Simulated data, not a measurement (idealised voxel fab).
Proc. module: voxel gate over fins
Xsec cut, 150 nm wide, square cell size 5 nm.
Bands, listed from the top down, are how a cross-section gets written in this document; the cross-section itself is a grid of square cells, and a band is one or more rows of them.
Each band's line starts with the height of the band's top and of its bottom, in nm. Then come its materials from left to right, each with its width in nm. One material with "throughout" fills the band from edge to edge. "blank" is empty space.
Note: height 0 marks the level under which the wafer is uniformly one material as received. Lowest band unbounded below, written "z 0 and below".
A width such as "30..40" changes by the same amount from each row of cells to the next, from the band's top row to its bottom row.
Any step labelled "all unchanged" changed none of the cells in the cross-section.
"Enclosed void listing" enumerates empty spaces isolated from the top, with no open way to it, that contain at least 8 cells, giving each as width x height at distance from the left edge, all three in nm.
The remark found on a step's line after its settings is issued by the simulator itself and pertains to that step.
Regarding "overlay nm": on a step with a mask, it is the distance the mask lay to the right of its planned place; a negative value places it to the left.
Intended process steps
1) RECEIVE [material Si]
2) CONFORMAL_DEP [material SiN] [thk nm 5]
3) MASKED_ETCH [tone cover] [mask id FINS] [width nm 15] [pitch nm 60] [etch materials SiN] [depth nm 5] [overlay nm 0]
4) MASKED_ETCH [tone cover] [mask id FINS] [width nm 15] [pitch nm 60] [etch materials Si] [depth nm 40] [overlay nm 0]
5) OXIDIZE [depth nm 5]
6) FILL_DEP [material SiO2] [thk nm 5]
7) CMP [height nm 5]
8) DIRECTIONAL_DEP [material aC] [thk nm 15]
9) PATTERN [tone open] [mask id RAIL] [material resist] [width nm 15] [thk nm 35] [overlay nm 0]
10) DIRECTIONAL_ETCH [etch materials aC] [depth nm 15]
11) STRIP [etch materials resist]
12) DIRECTIONAL_ETCH [etch materials SiO2] [depth nm 40]
13) STRIP [etch materials aC]
14) CONFORMAL_DEP [material TiN] [thk nm 5]
15) FILL_DEP [material W] [thk nm 10]
16) CMP [height nm 5]
17) SELECTIVE_ETCH [etch materials W Ru TiN] [depth nm 25]
18) FILL_DEP [material SiO2] [thk nm 5]
19) CMP [height nm 5]
20) SELECTIVE_ETCH [etch materials SiO2] [depth nm 20]
21) STRIP [etch materials SiN]
22) CONFORMAL_DEP [material HfO2] [thk nm 5]
23) CONFORMAL_DEP [material TiN] [thk nm 5]
24) FILL_DEP [material W] [thk nm 10]
25) CMP [height nm 15]
26) CONFORMAL_DEP [material SiCN] [thk nm 5]
Cross-section of the wafer upon arrival, representing the state reached after step 1
z 0 and below  Si throughout
Enclosed void listing: none
A wafer at the end: this start, this plan, one mistake
z 20 to 15  SiCN throughout
z 15 to 10  W throughout
z 10 to 5  W 40, TiN 25, W 35, TiN 25, W 25
z 5 to 0  W 30, TiN 15, HfO2 15, TiN 5, W 25, TiN 15, HfO2 15, TiN 5, W 25
z 0 to -5  W 30, TiN 5, HfO2 15, Si 5, HfO2 5, TiN 5, W 25, TiN 5, HfO2 15, Si 5, HfO2 5, TiN 5, W 25
z -5 to -10  TiN 35, HfO2 5, Si 15, HfO2 5, TiN 35, HfO2 5, Si 15, HfO2 5, TiN 30
z -10 to -15  HfO2 40, Si 15, HfO2 45, Si 15, HfO2 35
z -15 to -20  SiO2 40, Si 15, SiO2 45, Si 15, SiO2 35
z -20 to -30  SiO2 40, Si 15, SiO2 10, TiN 5, W 5, TiN 5, SiO2 20, Si 15, SiO2 35
z -30 to -35  SiO2 40, Si 15, SiO2 10, TiN 15, SiO2 20, Si 15, SiO2 35
z -35 to -45  SiO2 40, Si 15, SiO2 45, Si 15, SiO2 35
z -45 and below  Si throughout
Enclosed void listing: none
Short version of what went wrong: step 3 was not run as planned; what actually ran was MASKED_ETCH [tone cover] [mask id FINS] [width nm 15] [pitch nm 60] [etch materials SiN] [depth nm 5] [overlay nm 10]
